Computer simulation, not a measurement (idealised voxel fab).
voxel released beams: a process module
cross-section cut | 275 nm wide | cells 5 nm
A cross-section is a grid of square cells, given in bands from the top down. A band is one or more rows of cells.
Band: top height; bottom height; in nm. Then, left to right: material with width in nm, for each material. "edge to edge": a single material spanning edge to edge. "air": empty space.
A quick word on heights: they are counted from 0, and under that level the wafer as it came to us is one material throughout. The lowest band is different from the rest in having no bottom; it simply continues downward, written as in "0 down".
You'd read "30..40" like this: the band's top row of cells is as wide as the first number, its bottom row is as wide as the second, and going down, every row changes width by the same amount as the row before did.
Take "remained the same" at face value: in the step it is given for, the cross-section changed in none of its cells.
Enclosed voids (no open way to top), threshold 8 cells or more, entry "Fully enclosed voids", notation width x height at distance, distance from left edge, nm.
Anything after a step's settings on that line? It's the simulator's own note about the step.
The "overlay nm" setting may appear on a step's line; for a step that uses a mask, it gives how far to the right of its planned position the mask lay, and a negative value indicates the left.
Planned step list for the process
1) op RECEIVE | material Si
2) op CONFORMAL_DEP | material Al2O3 | thk nm 10
3) op DIRECTIONAL_DEP | material SiO2 | thk nm 15
4) op MASKED_ETCH | tone open | mask id ANCHOR | width nm 25 | etch materials SiO2 | depth nm 15 | overlay nm 0
5) op CONFORMAL_DEP | material SiN | thk nm 10
6) op MASKED_ETCH | tone cover | mask id BEAM | width nm 105 | etch materials SiN | depth nm 10 | overlay nm 0
7) op STRIP | etch materials SiO2
What follows covers the first of two wafers; it ran as planned
Wafer cross-section on receipt, i.e. after step 1
> 0 down | Si edge to edge
> Fully enclosed voids: none
The following cross-section depicts the wafer upon completion of step 2
> 10 to 0 | Al2O3 edge to edge
> All layers under 0 are left as they were.
The following cross-section depicts the wafer upon completion of step 3
> 25 to 10 | SiO2 edge to edge
> All layers under 10 are left as they were.
The following cross-section depicts the wafer upon completion of step 4
> 25 to 10 | SiO2=85, air=25, SiO2=165
> All layers under 10 are left as they were.
The following cross-section depicts the wafer upon completion of step 5
> 35 to 25 | SiN=95, air=5, SiN=175
> 25 to 20 | SiO2=85, SiN=10, air=5, SiN=10, SiO2=165
> 20 to 10 | SiO2=85, SiN=25, SiO2=165
> All layers under 10 are left as they were.
The following cross-section depicts the wafer upon completion of step 6
> 35 to 25 | air=80, SiN=15, air=5, SiN=85, air=90
> All layers under 25 are left as they were.
The following cross-section depicts the wafer upon completion of step 7
> 35 to 25 | air=80, SiN=15, air=5, SiN=85, air=90
> 25 to 20 | air=85, SiN=10, air=5, SiN=10, air=165
> 20 to 10 | air=85, SiN=25, air=165
> All layers under 10 are left as they were.
The second wafer was prepared from the same starting point and under the same plan as the first; its processing contained one mistake, and it remains indistinguishable from the first wafer up to and including step 4
Look at the second wafer in cross-section at the time step 5 ought to have finished
> 35 to 25 | Al2O3=95, air=5, Al2O3=175
> 25 to 20 | SiO2=85, Al2O3=10, air=5, Al2O3=10, SiO2=165
> 20 to 10 | SiO2=85, Al2O3=25, SiO2=165
> All layers under 10 are left as they were.
Look at the second wafer in cross-section at the time step 6 ought to have finished: remained the same
Look at the second wafer in cross-section at the time step 7 ought to have finished: remained the same
Run error: so step 5 ended up running with a different setting than we planned, it ran as op CONFORMAL_DEP | material Al2O3 | thk nm 10
FYI, end of process, the second wafer has more or fewer cells of some materials than the first: 122 more of Al2O3, 54 fewer of SiN, 150 more of SiO2
